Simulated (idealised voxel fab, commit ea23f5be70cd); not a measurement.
process module | voxel gate over fins
cross-section cut | 250 nm wide | cells 5 nm
A cross-section is a grid of square cells, given in bands from the top down. A band is one or more rows of cells.
Each band's line starts with the height of the band's top and of its bottom, in nm. Then come its materials from left to right, each with its width in nm. One material with "throughout" fills the band from edge to edge. "air" is empty space.
Height 0 is the level under which the wafer as received is all one material. The lowest band goes on downwards, as in "0 down".
A width such as "30 to 40" changes by the same amount from each row of cells to the next, from the band's top row to its bottom row.
"no change" after a step means that no cell of the cross-section changed.
closed voids: empty space of 8 cells or more with no open way to the top, each as width x height at its distance from the left edge, in nm
after a step's settings: what the simulator itself notes on the step
overlay nm, on a step with a mask: how far to the right of its planned place the mask lay; to the left if negative
Each pair below shows a cross-section before one step and the cross-section after it, down to the lowest band that changed. The line under each pair gives the step between them, with its settings. The pairs can come from different runs of this module on the same starting wafer, so a pair continues from the pair above only where its "before" says so.
before
  15 to 10: SiO2 throughout
  10 to 0: SiO2 65 | SiN 15 | SiO2 35 | SiN 15 | SiO2 35 | SiN 15 | SiO2 70
  0 to -25: SiO2 65 | Si 15 | SiO2 35 | Si 15 | SiO2 35 | Si 15 | SiO2 70
  -25 down: Si throughout
  closed voids: none
after
  10 to 0: SiO2 65 | SiN 15 | SiO2 35 | SiN 15 | SiO2 35 | SiN 15 | SiO2 70
  below 0: unchanged
  closed voids: none
the step between: op CMP | height nm 10
before: the cross-section after the pair above
after
  10 to 0: SiO2 65 | SiN 15 | SiO2 10 | air 15 | SiO2 10 | SiN 15 | SiO2 35 | SiN 15 | SiO2 70
  0 to -25: SiO2 65 | Si 15 | SiO2 10 | air 15 | SiO2 10 | Si 15 | SiO2 35 | Si 15 | SiO2 70
  below -25: unchanged
  closed voids: none
the step between: op MASKED_ETCH | tone open | mask id RAIL | width nm 15 | etch materials SiO2 | depth nm 35 | overlay nm 0
before: the cross-section after the pair above
after
  15 to 10: TiN 95 | air 5 | TiN 150
  10 to 0: SiO2 65 | SiN 15 | SiO2 10 | TiN 5 | air 5 | TiN 5 | SiO2 10 | SiN 15 | SiO2 35 | SiN 15 | SiO2 70
  0 to -20: SiO2 65 | Si 15 | SiO2 10 | TiN 5 | air 5 | TiN 5 | SiO2 10 | Si 15 | SiO2 35 | Si 15 | SiO2 70
  -20 to -25: SiO2 65 | Si 15 | SiO2 10 | TiN 15 | SiO2 10 | Si 15 | SiO2 35 | Si 15 | SiO2 70
  below -25: unchanged
  closed voids: none
the step between: op CONFORMAL_DEP | material TiN | thk nm 5
before: the cross-section after the pair above
after
  25 to 15: W throughout
  15 to 10: TiN 95 | W 5 | TiN 150
  10 to 0: SiO2 65 | SiN 15 | SiO2 10 | TiN 5 | W 5 | TiN 5 | SiO2 10 | SiN 15 | SiO2 35 | SiN 15 | SiO2 70
  0 to -20: SiO2 65 | Si 15 | SiO2 10 | TiN 5 | W 5 | TiN 5 | SiO2 10 | Si 15 | SiO2 35 | Si 15 | SiO2 70
  below -20: unchanged
  closed voids: none
the step between: op FILL_DEP | material W | thk nm 10
before: the cross-section after the pair above
after
  10 to 0: SiO2 65 | SiN 15 | SiO2 10 | TiN 5 | W 5 | TiN 5 | SiO2 10 | SiN 15 | SiO2 35 | SiN 15 | SiO2 70
  below 0: unchanged
  closed voids: none
the step between: op CMP | height nm 10
before: the cross-section after the pair above
after
  10 to 0: SiO2 65 | SiN 15 | SiO2 10 | air 15 | SiO2 10 | SiN 15 | SiO2 35 | SiN 15 | SiO2 70
  0 to -20: SiO2 65 | Si 15 | SiO2 10 | air 15 | SiO2 10 | Si 15 | SiO2 35 | Si 15 | SiO2 70
  below -20: unchanged
  closed voids: none
the step between: op SELECTIVE_ETCH | etch materials W Ru TiN | depth nm 30
before: the cross-section after the pair above
after
  15 to 10: SiO2 throughout
  10 to 0: SiO2 65 | SiN 15 | SiO2 35 | SiN 15 | SiO2 35 | SiN 15 | SiO2 70
  0 to -20: SiO2 65 | Si 15 | SiO2 35 | Si 15 | SiO2 35 | Si 15 | SiO2 70
  below -20: unchanged
  closed voids: none
the step between: op FILL_DEP | material SiO2 | thk nm 5
before: the cross-section after the pair above
after
  10 to 0: SiO2 65 | SiN 15 | SiO2 35 | SiN 15 | SiO2 35 | SiN 15 | SiO2 70
  below 0: unchanged
  closed voids: none
the step between: op CMP | height nm 10
before: the cross-section after the pair above
after
  10 to 0: air 65 | SiN 15 | air 35 | SiN 15 | air 35 | SiN 15 | air 70
  0 to -15: air 65 | Si 15 | air 35 | Si 15 | air 35 | Si 15 | air 70
  below -15: unchanged
  closed voids: none
the step between: op SELECTIVE_ETCH | etch materials SiO2 | depth nm 25
before: the cross-section after the pair above
after
  0 to -15: air 65 | Si 15 | air 35 | Si 15 | air 35 | Si 15 | air 70
  below -15: unchanged
  closed voids: none
the step between: op STRIP | etch materials SiN
before: the cross-section after the pair above
after
  5 to 0: air 60 | HfO2 25 | air 25 | HfO2 25 | air 25 | HfO2 25 | air 65
  0 to -10: air 60 | HfO2 5 | Si 15 | HfO2 5 | air 25 | HfO2 5 | Si 15 | HfO2 5 | air 25 | HfO2 5 | Si 15 | HfO2 5 | air 65
  -10 to -15: HfO2 65 | Si 15 | HfO2 35 | Si 15 | HfO2 35 | Si 15 | HfO2 70
  below -15: unchanged
  closed voids: none
the step between: op CONFORMAL_DEP | material HfO2 | thk nm 5
before: the cross-section after the pair above
after
  10 to 5: air 55 | TiN 35 | air 15 | TiN 35 | air 15 | TiN 35 | air 60
  5 to 0: air 55 | TiN 5 | HfO2 25 | TiN 5 | air 15 | TiN 5 | HfO2 25 | TiN 5 | air 15 | TiN 5 | HfO2 25 | TiN 5 | air 60
  0 to -5: air 55 | TiN 5 | HfO2 5 | Si 15 | HfO2 5 | TiN 5 | air 15 | TiN 5 | HfO2 5 | Si 15 | HfO2 5 | TiN 5 | air 15 | TiN 5 | HfO2 5 | Si 15 | HfO2 5 | TiN 5 | air 60
  -5 to -10: TiN 60 | HfO2 5 | Si 15 | HfO2 5 | TiN 25 | HfO2 5 | Si 15 | HfO2 5 | TiN 25 | HfO2 5 | Si 15 | HfO2 5 | TiN 65
  below -10: unchanged
  closed voids: none
the step between: op CONFORMAL_DEP | material TiN | thk nm 5
before: the cross-section after the pair above
after
  15 to 10: air 50 | TiAl 45 | air 5 | TiAl 45 | air 5 | TiAl 45 | air 55
  10 to 5: air 50 | TiAl 5 | TiN 35 | TiAl 5 | air 5 | TiAl 5 | TiN 35 | TiAl 5 | air 5 | TiAl 5 | TiN 35 | TiAl 5 | air 55
  5 to 0: air 50 | TiAl 5 | TiN 5 | HfO2 25 | TiN 5 | TiAl 5 | air 5 | TiAl 5 | TiN 5 | HfO2 25 | TiN 5 | TiAl 5 | air 5 | TiAl 5 | TiN 5 | HfO2 25 | TiN 5 | TiAl 5 | air 55
  0 to -5: TiAl 55 | TiN 5 | HfO2 5 | Si 15 | HfO2 5 | TiN 5 | TiAl 15 | TiN 5 | HfO2 5 | Si 15 | HfO2 5 | TiN 5 | TiAl 15 | TiN 5 | HfO2 5 | Si 15 | HfO2 5 | TiN 5 | TiAl 60
  below -5: unchanged
  closed voids: none
the step between: op CONFORMAL_DEP | material TiAl | thk nm 5
before: the cross-section after the pair above
after
  20 to 15: air 45 | TiN 155 | air 50
  15 to 10: air 45 | TiN 5 | TiAl 45 | TiN 5 | TiAl 45 | TiN 5 | TiAl 45 | TiN 5 | air 50
  10 to 5: air 45 | TiN 5 | TiAl 5 | TiN 35 | TiAl 5 | TiN 5 | TiAl 5 | TiN 35 | TiAl 5 | TiN 5 | TiAl 5 | TiN 35 | TiAl 5 | TiN 5 | air 50
  5 to 0: TiN 50 | TiAl 5 | TiN 5 | HfO2 25 | TiN 5 | TiAl 5 | TiN 5 | TiAl 5 | TiN 5 | HfO2 25 | TiN 5 | TiAl 5 | TiN 5 | TiAl 5 | TiN 5 | HfO2 25 | TiN 5 | TiAl 5 | TiN 55
  below 0: unchanged
  closed voids: none
the step between: op CONFORMAL_DEP | material TiN | thk nm 5
before: the cross-section after the pair above
after
  35 to 20: W throughout
  20 to 15: W 45 | TiN 155 | W 50
  15 to 10: W 45 | TiN 5 | TiAl 45 | TiN 5 | TiAl 45 | TiN 5 | TiAl 45 | TiN 5 | W 50
  10 to 5: W 45 | TiN 5 | TiAl 5 | TiN 35 | TiAl 5 | TiN 5 | TiAl 5 | TiN 35 | TiAl 5 | TiN 5 | TiAl 5 | TiN 35 | TiAl 5 | TiN 5 | W 50
  below 5: unchanged
  closed voids: none
the step between: op FILL_DEP | material W | thk nm 15
before: the cross-section after the pair above
after
  30 to 20: W throughout
  below 20: unchanged
  closed voids: none
the step between: op CMP | height nm 30
before: the cross-section after the pair above
after
  35 to 30: SiCN throughout
  below 30: unchanged
  closed voids: none
the step between: op CONFORMAL_DEP | material SiCN | thk nm 5
before
  10 to 0: SiO2 65 | SiN 15 | SiO2 35 | SiN 15 | SiO2 35 | SiN 15 | SiO2 70
  0 to -30: SiO2 65 | Si 15 | SiO2 35 | Si 15 | SiO2 35 | Si 15 | SiO2 70
  -30 down: Si throughout
  closed voids: none
after
  10 to 0: SiO2 65 | SiN 15 | SiO2 10 | air 20 | SiO2 5 | SiN 15 | SiO2 35 | SiN 15 | SiO2 70
  0 to -25: SiO2 65 | Si 15 | SiO2 10 | air 20 | SiO2 5 | Si 15 | SiO2 35 | Si 15 | SiO2 70
  below -25: unchanged
  closed voids: none
the step between: op MASKED_ETCH | tone open | mask id RAIL | width nm 20 | etch materials SiO2 | depth nm 35 | overlay nm 0
before: the cross-section after the pair above
after
  15 to 10: TiN 95 | air 10 | TiN 145
  10 to 0: SiO2 65 | SiN 15 | SiO2 10 | TiN 5 | air 10 | TiN 5 | SiO2 5 | SiN 15 | SiO2 35 | SiN 15 | SiO2 70
  0 to -20: SiO2 65 | Si 15 | SiO2 10 | TiN 5 | air 10 | TiN 5 | SiO2 5 | Si 15 | SiO2 35 | Si 15 | SiO2 70
  -20 to -25: SiO2 65 | Si 15 | SiO2 10 | TiN 20 | SiO2 5 | Si 15 | SiO2 35 | Si 15 | SiO2 70
  below -25: unchanged
  closed voids: none
the step between: op CONFORMAL_DEP | material TiN | thk nm 5
before: the cross-section after the pair above
after
  25 to 15: W throughout
  15 to 10: TiN 95 | W 10 | TiN 145
  10 to 0: SiO2 65 | SiN 15 | SiO2 10 | TiN 5 | W 10 | TiN 5 | SiO2 5 | SiN 15 | SiO2 35 | SiN 15 | SiO2 70
  0 to -20: SiO2 65 | Si 15 | SiO2 10 | TiN 5 | W 10 | TiN 5 | SiO2 5 | Si 15 | SiO2 35 | Si 15 | SiO2 70
  below -20: unchanged
  closed voids: none
the step between: op FILL_DEP | material W | thk nm 10
before: the cross-section after the pair above
after
  10 to 0: SiO2 65 | SiN 15 | SiO2 10 | TiN 5 | W 10 | TiN 5 | SiO2 5 | SiN 15 | SiO2 35 | SiN 15 | SiO2 70
  below 0: unchanged
  closed voids: none
the step between: op CMP | height nm 10
before: the cross-section after the pair above
after
  10 to 0: SiO2 65 | SiN 15 | SiO2 10 | air 20 | SiO2 5 | SiN 15 | SiO2 35 | SiN 15 | SiO2 70
  0 to -20: SiO2 65 | Si 15 | SiO2 10 | air 20 | SiO2 5 | Si 15 | SiO2 35 | Si 15 | SiO2 70
  below -20: unchanged
  closed voids: none
the step between: op SELECTIVE_ETCH | etch materials W Ru TiN | depth nm 30
before: the cross-section after the pair above
after
  15 to 10: SiO2 throughout
  10 to 0: SiO2 65 | SiN 15 | SiO2 35 | SiN 15 | SiO2 35 | SiN 15 | SiO2 70
  0 to -20: SiO2 65 | Si 15 | SiO2 35 | Si 15 | SiO2 35 | Si 15 | SiO2 70
  below -20: unchanged
  closed voids: none
the step between: op FILL_DEP | material SiO2 | thk nm 5
before: the cross-section after the pair above
after
  10 to 0: SiO2 65 | SiN 15 | SiO2 35 | SiN 15 | SiO2 35 | SiN 15 | SiO2 70
  below 0: unchanged
  closed voids: none
the step between: op CMP | height nm 10
before: the cross-section after the pair above
after
  10 to 0: air 65 | SiN 15 | air 35 | SiN 15 | air 35 | SiN 15 | air 70
  0 to -15: air 65 | Si 15 | air 35 | Si 15 | air 35 | Si 15 | air 70
  below -15: unchanged
  closed voids: none
the step between: op SELECTIVE_ETCH | etch materials SiO2 | depth nm 25
before: the cross-section after the pair above
after
  0 to -15: air 65 | Si 15 | air 35 | Si 15 | air 35 | Si 15 | air 70
  below -15: unchanged
  closed voids: none
the step between: op STRIP | etch materials SiN
before: the cross-section after the pair above
after
  5 to 0: air 60 | HfO2 25 | air 25 | HfO2 25 | air 25 | HfO2 25 | air 65
  0 to -10: air 60 | HfO2 5 | Si 15 | HfO2 5 | air 25 | HfO2 5 | Si 15 | HfO2 5 | air 25 | HfO2 5 | Si 15 | HfO2 5 | air 65
  -10 to -15: HfO2 65 | Si 15 | HfO2 35 | Si 15 | HfO2 35 | Si 15 | HfO2 70
  below -15: unchanged
  closed voids: none
the step between: op CONFORMAL_DEP | material HfO2 | thk nm 5
before: the cross-section after the pair above
after
  10 to 5: air 55 | TiN 35 | air 15 | TiN 35 | air 15 | TiN 35 | air 60
  5 to 0: air 55 | TiN 5 | HfO2 25 | TiN 5 | air 15 | TiN 5 | HfO2 25 | TiN 5 | air 15 | TiN 5 | HfO2 25 | TiN 5 | air 60
  0 to -5: air 55 | TiN 5 | HfO2 5 | Si 15 | HfO2 5 | TiN 5 | air 15 | TiN 5 | HfO2 5 | Si 15 | HfO2 5 | TiN 5 | air 15 | TiN 5 | HfO2 5 | Si 15 | HfO2 5 | TiN 5 | air 60
  -5 to -10: TiN 60 | HfO2 5 | Si 15 | HfO2 5 | TiN 25 | HfO2 5 | Si 15 | HfO2 5 | TiN 25 | HfO2 5 | Si 15 | HfO2 5 | TiN 65
  below -10: unchanged
  closed voids: none
the step between: op CONFORMAL_DEP | material TiN | thk nm 5
before: the cross-section after the pair above
after
  15 to 10: air 50 | TiAl 45 | air 5 | TiAl 45 | air 5 | TiAl 45 | air 55
  10 to 5: air 50 | TiAl 5 | TiN 35 | TiAl 5 | air 5 | TiAl 5 | TiN 35 | TiAl 5 | air 5 | TiAl 5 | TiN 35 | TiAl 5 | air 55
  5 to 0: air 50 | TiAl 5 | TiN 5 | HfO2 25 | TiN 5 | TiAl 5 | air 5 | TiAl 5 | TiN 5 | HfO2 25 | TiN 5 | TiAl 5 | air 5 | TiAl 5 | TiN 5 | HfO2 25 | TiN 5 | TiAl 5 | air 55
  0 to -5: TiAl 55 | TiN 5 | HfO2 5 | Si 15 | HfO2 5 | TiN 5 | TiAl 15 | TiN 5 | HfO2 5 | Si 15 | HfO2 5 | TiN 5 | TiAl 15 | TiN 5 | HfO2 5 | Si 15 | HfO2 5 | TiN 5 | TiAl 60
  below -5: unchanged
  closed voids: none
the step between: op CONFORMAL_DEP | material TiAl | thk nm 5
before: the cross-section after the pair above
after
  20 to 15: air 45 | TiN 155 | air 50
  15 to 10: air 45 | TiN 5 | TiAl 45 | TiN 5 | TiAl 45 | TiN 5 | TiAl 45 | TiN 5 | air 50
  10 to 5: air 45 | TiN 5 | TiAl 5 | TiN 35 | TiAl 5 | TiN 5 | TiAl 5 | TiN 35 | TiAl 5 | TiN 5 | TiAl 5 | TiN 35 | TiAl 5 | TiN 5 | air 50
  5 to 0: TiN 50 | TiAl 5 | TiN 5 | HfO2 25 | TiN 5 | TiAl 5 | TiN 5 | TiAl 5 | TiN 5 | HfO2 25 | TiN 5 | TiAl 5 | TiN 5 | TiAl 5 | TiN 5 | HfO2 25 | TiN 5 | TiAl 5 | TiN 55
  below 0: unchanged
  closed voids: none
the step between: op CONFORMAL_DEP | material TiN | thk nm 5
before: the cross-section after the pair above
after
  35 to 20: W throughout
  20 to 15: W 45 | TiN 155 | W 50
  15 to 10: W 45 | TiN 5 | TiAl 45 | TiN 5 | TiAl 45 | TiN 5 | TiAl 45 | TiN 5 | W 50
  10 to 5: W 45 | TiN 5 | TiAl 5 | TiN 35 | TiAl 5 | TiN 5 | TiAl 5 | TiN 35 | TiAl 5 | TiN 5 | TiAl 5 | TiN 35 | TiAl 5 | TiN 5 | W 50
  below 5: unchanged
  closed voids: none
the step between: op FILL_DEP | material W | thk nm 15
before: the cross-section after the pair above
after
  30 to 20: W throughout
  below 20: unchanged
  closed voids: none
the step between: op CMP | height nm 30
before: the cross-section after the pair above
after
  35 to 30: SiCN throughout
  below 30: unchanged
  closed voids: none
the step between: op CONFORMAL_DEP | material SiCN | thk nm 5
before
  10 to 0: SiO2 65 | SiN 15 | SiO2 35 | SiN 15 | SiO2 35 | SiN 15 | SiO2 70
  0 to -30: SiO2 65 | Si 15 | SiO2 35 | Si 15 | SiO2 35 | Si 15 | SiO2 70
  -30 down: Si throughout
  closed voids: none
after
  10 to 0: SiO2 65 | SiN 15 | SiO2 5 | air 15 | SiO2 15 | SiN 15 | SiO2 35 | SiN 15 | SiO2 70
  0 to -25: SiO2 65 | Si 15 | SiO2 5 | air 15 | SiO2 15 | Si 15 | SiO2 35 | Si 15 | SiO2 70
  below -25: unchanged
  closed voids: none
the step between: op MASKED_ETCH | tone open | mask id RAIL | width nm 15 | etch materials SiO2 | depth nm 35 | overlay nm -5
before: the cross-section after the pair above
after
  15 to 10: TiN 90 | air 5 | TiN 155
  10 to 0: SiO2 65 | SiN 15 | SiO2 5 | TiN 5 | air 5 | TiN 5 | SiO2 15 | SiN 15 | SiO2 35 | SiN 15 | SiO2 70
  0 to -20: SiO2 65 | Si 15 | SiO2 5 | TiN 5 | air 5 | TiN 5 | SiO2 15 | Si 15 | SiO2 35 | Si 15 | SiO2 70
  -20 to -25: SiO2 65 | Si 15 | SiO2 5 | TiN 15 | SiO2 15 | Si 15 | SiO2 35 | Si 15 | SiO2 70
  below -25: unchanged
  closed voids: none
the step between: op CONFORMAL_DEP | material TiN | thk nm 5
before: the cross-section after the pair above
after
  25 to 15: W throughout
  15 to 10: TiN 90 | W 5 | TiN 155
  10 to 0: SiO2 65 | SiN 15 | SiO2 5 | TiN 5 | W 5 | TiN 5 | SiO2 15 | SiN 15 | SiO2 35 | SiN 15 | SiO2 70
  0 to -20: SiO2 65 | Si 15 | SiO2 5 | TiN 5 | W 5 | TiN 5 | SiO2 15 | Si 15 | SiO2 35 | Si 15 | SiO2 70
  below -20: unchanged
  closed voids: none
the step between: op FILL_DEP | material W | thk nm 10
before: the cross-section after the pair above
after
  10 to 0: SiO2 65 | SiN 15 | SiO2 5 | TiN 5 | W 5 | TiN 5 | SiO2 15 | SiN 15 | SiO2 35 | SiN 15 | SiO2 70
  below 0: unchanged
  closed voids: none
the step between: op CMP | height nm 10
before: the cross-section after the pair above
after
  10 to 0: SiO2 65 | SiN 15 | SiO2 5 | air 15 | SiO2 15 | SiN 15 | SiO2 35 | SiN 15 | SiO2 70
  0 to -20: SiO2 65 | Si 15 | SiO2 5 | air 15 | SiO2 15 | Si 15 | SiO2 35 | Si 15 | SiO2 70
  below -20: unchanged
  closed voids: none
the step between: op SELECTIVE_ETCH | etch materials W Ru TiN | depth nm 30
before: the cross-section after the pair above
after
  15 to 10: SiO2 throughout
  10 to 0: SiO2 65 | SiN 15 | SiO2 35 | SiN 15 | SiO2 35 | SiN 15 | SiO2 70
  0 to -20: SiO2 65 | Si 15 | SiO2 35 | Si 15 | SiO2 35 | Si 15 | SiO2 70
  below -20: unchanged
  closed voids: none
the step between: op FILL_DEP | material SiO2 | thk nm 5
before: the cross-section after the pair above
after
  10 to 0: SiO2 65 | SiN 15 | SiO2 35 | SiN 15 | SiO2 35 | SiN 15 | SiO2 70
  below 0: unchanged
  closed voids: none
the step between: op CMP | height nm 10
before: the cross-section after the pair above
after
  10 to 0: air 65 | SiN 15 | air 35 | SiN 15 | air 35 | SiN 15 | air 70
  0 to -15: air 65 | Si 15 | air 35 | Si 15 | air 35 | Si 15 | air 70
  below -15: unchanged
  closed voids: none
the step between: op SELECTIVE_ETCH | etch materials SiO2 | depth nm 25
before: the cross-section after the pair above
after
  0 to -15: air 65 | Si 15 | air 35 | Si 15 | air 35 | Si 15 | air 70
  below -15: unchanged
  closed voids: none
the step between: op STRIP | etch materials SiN
before: the cross-section after the pair above
after
  5 to 0: air 60 | HfO2 25 | air 25 | HfO2 25 | air 25 | HfO2 25 | air 65
  0 to -10: air 60 | HfO2 5 | Si 15 | HfO2 5 | air 25 | HfO2 5 | Si 15 | HfO2 5 | air 25 | HfO2 5 | Si 15 | HfO2 5 | air 65
  -10 to -15: HfO2 65 | Si 15 | HfO2 35 | Si 15 | HfO2 35 | Si 15 | HfO2 70
  below -15: unchanged
  closed voids: none
the step between: op CONFORMAL_DEP | material HfO2 | thk nm 5
before: the cross-section after the pair above
after
  10 to 5: air 55 | TiN 35 | air 15 | TiN 35 | air 15 | TiN 35 | air 60
  5 to 0: air 55 | TiN 5 | HfO2 25 | TiN 5 | air 15 | TiN 5 | HfO2 25 | TiN 5 | air 15 | TiN 5 | HfO2 25 | TiN 5 | air 60
  0 to -5: air 55 | TiN 5 | HfO2 5 | Si 15 | HfO2 5 | TiN 5 | air 15 | TiN 5 | HfO2 5 | Si 15 | HfO2 5 | TiN 5 | air 15 | TiN 5 | HfO2 5 | Si 15 | HfO2 5 | TiN 5 | air 60
  -5 to -10: TiN 60 | HfO2 5 | Si 15 | HfO2 5 | TiN 25 | HfO2 5 | Si 15 | HfO2 5 | TiN 25 | HfO2 5 | Si 15 | HfO2 5 | TiN 65
  below -10: unchanged
  closed voids: none
the step between: op CONFORMAL_DEP | material TiN | thk nm 5
before: the cross-section after the pair above
after
  15 to 10: air 50 | TiAl 45 | air 5 | TiAl 45 | air 5 | TiAl 45 | air 55
  10 to 5: air 50 | TiAl 5 | TiN 35 | TiAl 5 | air 5 | TiAl 5 | TiN 35 | TiAl 5 | air 5 | TiAl 5 | TiN 35 | TiAl 5 | air 55
  5 to 0: air 50 | TiAl 5 | TiN 5 | HfO2 25 | TiN 5 | TiAl 5 | air 5 | TiAl 5 | TiN 5 | HfO2 25 | TiN 5 | TiAl 5 | air 5 | TiAl 5 | TiN 5 | HfO2 25 | TiN 5 | TiAl 5 | air 55
  0 to -5: TiAl 55 | TiN 5 | HfO2 5 | Si 15 | HfO2 5 | TiN 5 | TiAl 15 | TiN 5 | HfO2 5 | Si 15 | HfO2 5 | TiN 5 | TiAl 15 | TiN 5 | HfO2 5 | Si 15 | HfO2 5 | TiN 5 | TiAl 60
  below -5: unchanged
  closed voids: none
the step between: op CONFORMAL_DEP | material TiAl | thk nm 5
before: the cross-section after the pair above
after
  20 to 15: air 45 | TiN 155 | air 50
  15 to 10: air 45 | TiN 5 | TiAl 45 | TiN 5 | TiAl 45 | TiN 5 | TiAl 45 | TiN 5 | air 50
  10 to 5: air 45 | TiN 5 | TiAl 5 | TiN 35 | TiAl 5 | TiN 5 | TiAl 5 | TiN 35 | TiAl 5 | TiN 5 | TiAl 5 | TiN 35 | TiAl 5 | TiN 5 | air 50
  5 to 0: TiN 50 | TiAl 5 | TiN 5 | HfO2 25 | TiN 5 | TiAl 5 | TiN 5 | TiAl 5 | TiN 5 | HfO2 25 | TiN 5 | TiAl 5 | TiN 5 | TiAl 5 | TiN 5 | HfO2 25 | TiN 5 | TiAl 5 | TiN 55
  below 0: unchanged
  closed voids: none
the step between: op CONFORMAL_DEP | material TiN | thk nm 5
before: the cross-section after the pair above
after
  35 to 20: W throughout
  20 to 15: W 45 | TiN 155 | W 50
  15 to 10: W 45 | TiN 5 | TiAl 45 | TiN 5 | TiAl 45 | TiN 5 | TiAl 45 | TiN 5 | W 50
  10 to 5: W 45 | TiN 5 | TiAl 5 | TiN 35 | TiAl 5 | TiN 5 | TiAl 5 | TiN 35 | TiAl 5 | TiN 5 | TiAl 5 | TiN 35 | TiAl 5 | TiN 5 | W 50
  below 5: unchanged
  closed voids: none
the step between: op FILL_DEP | material W | thk nm 15
before: the cross-section after the pair above
after
  30 to 20: W throughout
  below 20: unchanged
  closed voids: none
the step between: op CMP | height nm 30
before: the cross-section after the pair above
after
  35 to 30: SiCN throughout
  below 30: unchanged
  closed voids: none
the step between: op CONFORMAL_DEP | material SiCN | thk nm 5
before
  0 down: Si throughout
  closed voids: none
after
  10 to 0: HfO2 throughout
  below 0: unchanged
  closed voids: none
the step between: op CONFORMAL_DEP | material HfO2 | thk nm 10
before: the cross-section after the pair above
after
  30 to 10: air 65 | resist 15 | air 35 | resist 15 | air 35 | resist 15 | air 70
  below 10: unchanged
  closed voids: none
the step between: op PATTERN | tone cover | mask id FINS | material resist | width nm 15 | pitch nm 50 | thk nm 20 | overlay nm 0
before: the cross-section after the pair above
after
  10 to 0: HfO2 throughout
  below 0: unchanged
  closed voids: none
the step between: op STRIP | etch materials resist
before: the cross-section after the pair above
after
  15 to 10: SiO2 throughout
  below 10: unchanged
  closed voids: none
the step between: op FILL_DEP | material SiO2 | thk nm 5
before: the cross-section after the pair above
after
  10 to 0: HfO2 throughout
  below 0: unchanged
  closed voids: none
the step between: op CMP | height nm 10
before: the cross-section after the pair above
after
  15 to 10: TiN throughout
  below 10: unchanged
  closed voids: none
the step between: op CONFORMAL_DEP | material TiN | thk nm 5
before: the cross-section after the pair above
after
  25 to 15: W throughout
  below 15: unchanged
  closed voids: none
the step between: op FILL_DEP | material W | thk nm 10
before: the cross-section after the pair above
after
  10 to 0: HfO2 throughout
  below 0: unchanged
  closed voids: none
the step between: op CMP | height nm 10
before: the cross-section after the pair above
after
  15 to 0: HfO2 throughout
  below 0: unchanged
  closed voids: none
the step between: op CONFORMAL_DEP | material HfO2 | thk nm 5
before: the cross-section after the pair above
after
  20 to 15: TiN throughout
  below 15: unchanged
  closed voids: none
the step between: op CONFORMAL_DEP | material TiN | thk nm 5
before: the cross-section after the pair above
after
  25 to 20: TiAl throughout
  below 20: unchanged
  closed voids: none
the step between: op CONFORMAL_DEP | material TiAl | thk nm 5
before: the cross-section after the pair above
after
  30 to 25: TiN throughout
  below 25: unchanged
  closed voids: none
the step between: op CONFORMAL_DEP | material TiN | thk nm 5
before: the cross-section after the pair above
after
  45 to 30: W throughout
  below 30: unchanged
  closed voids: none
the step between: op FILL_DEP | material W | thk nm 15
before: the cross-section after the pair above
after
  30 to 25: TiN throughout
  below 25: unchanged
  closed voids: none
the step between: op CMP | height nm 30
before: the cross-section after the pair above
after
  35 to 30: SiCN throughout
  below 30: unchanged
  closed voids: none
the step between: op CONFORMAL_DEP | material SiCN | thk nm 5
before
  10 to 0: SiO2 65 | SiN 15 | SiO2 35 | SiN 15 | SiO2 35 | SiN 15 | SiO2 70
  0 to -30: SiO2 65 | Si 15 | SiO2 35 | Si 15 | SiO2 35 | Si 15 | SiO2 70
  -30 down: Si throughout
  closed voids: none
after
  10 to 0: air 65 | SiN 15 | air 10 | SiO2 15 | air 10 | SiN 15 | air 35 | SiN 15 | air 70
  0 to -25: air 65 | Si 15 | air 10 | SiO2 15 | air 10 | Si 15 | air 35 | Si 15 | air 70
  below -25: unchanged
  closed voids: none
the step between: op MASKED_ETCH | tone cover | mask id RAIL | width nm 15 | etch materials SiO2 | depth nm 35 | overlay nm 0
before: the cross-section after the pair above
after
  15 to 10: air 60 | TiN 75 | air 25 | TiN 25 | air 65
  10 to 0: air 60 | TiN 5 | SiN 15 | TiN 10 | SiO2 15 | TiN 10 | SiN 15 | TiN 5 | air 25 | TiN 5 | SiN 15 | TiN 5 | air 65
  0 to -20: air 60 | TiN 5 | Si 15 | TiN 10 | SiO2 15 | TiN 10 | Si 15 | TiN 5 | air 25 | TiN 5 | Si 15 | TiN 5 | air 65
  -20 to -25: TiN 65 | Si 15 | TiN 10 | SiO2 15 | TiN 10 | Si 15 | TiN 35 | Si 15 | TiN 70
  below -25: unchanged
  closed voids: none
the step between: op CONFORMAL_DEP | material TiN | thk nm 5
before: the cross-section after the pair above
after
  25 to 15: W throughout
  15 to 10: W 60 | TiN 75 | W 25 | TiN 25 | W 65
  10 to 0: W 60 | TiN 5 | SiN 15 | TiN 10 | SiO2 15 | TiN 10 | SiN 15 | TiN 5 | W 25 | TiN 5 | SiN 15 | TiN 5 | W 65
  0 to -20: W 60 | TiN 5 | Si 15 | TiN 10 | SiO2 15 | TiN 10 | Si 15 | TiN 5 | W 25 | TiN 5 | Si 15 | TiN 5 | W 65
  below -20: unchanged
  closed voids: none
the step between: op FILL_DEP | material W | thk nm 10
before: the cross-section after the pair above
after
  10 to 0: W 60 | TiN 5 | SiN 15 | TiN 10 | SiO2 15 | TiN 10 | SiN 15 | TiN 5 | W 25 | TiN 5 | SiN 15 | TiN 5 | W 65
  below 0: unchanged
  closed voids: none
the step between: op CMP | height nm 10
before: the cross-section after the pair above
after
  10 to 0: air 65 | SiN 15 | air 10 | SiO2 15 | air 10 | SiN 15 | air 35 | SiN 15 | air 70
  0 to -20: air 65 | Si 15 | air 10 | SiO2 15 | air 10 | Si 15 | air 35 | Si 15 | air 70
  below -20: unchanged
  closed voids: none
the step between: op SELECTIVE_ETCH | etch materials W Ru TiN | depth nm 30
before: the cross-section after the pair above
after
  15 to 10: SiO2 throughout
  10 to 0: SiO2 65 | SiN 15 | SiO2 35 | SiN 15 | SiO2 35 | SiN 15 | SiO2 70
  0 to -20: SiO2 65 | Si 15 | SiO2 35 | Si 15 | SiO2 35 | Si 15 | SiO2 70
  below -20: unchanged
  closed voids: none
the step between: op FILL_DEP | material SiO2 | thk nm 5
before: the cross-section after the pair above
after
  10 to 0: SiO2 65 | SiN 15 | SiO2 35 | SiN 15 | SiO2 35 | SiN 15 | SiO2 70
  below 0: unchanged
  closed voids: none
the step between: op CMP | height nm 10
before: the cross-section after the pair above
after
  10 to 0: air 65 | SiN 15 | air 35 | SiN 15 | air 35 | SiN 15 | air 70
  0 to -15: air 65 | Si 15 | air 35 | Si 15 | air 35 | Si 15 | air 70
  below -15: unchanged
  closed voids: none
the step between: op SELECTIVE_ETCH | etch materials SiO2 | depth nm 25
before: the cross-section after the pair above
after
  0 to -15: air 65 | Si 15 | air 35 | Si 15 | air 35 | Si 15 | air 70
  below -15: unchanged
  closed voids: none
the step between: op STRIP | etch materials SiN
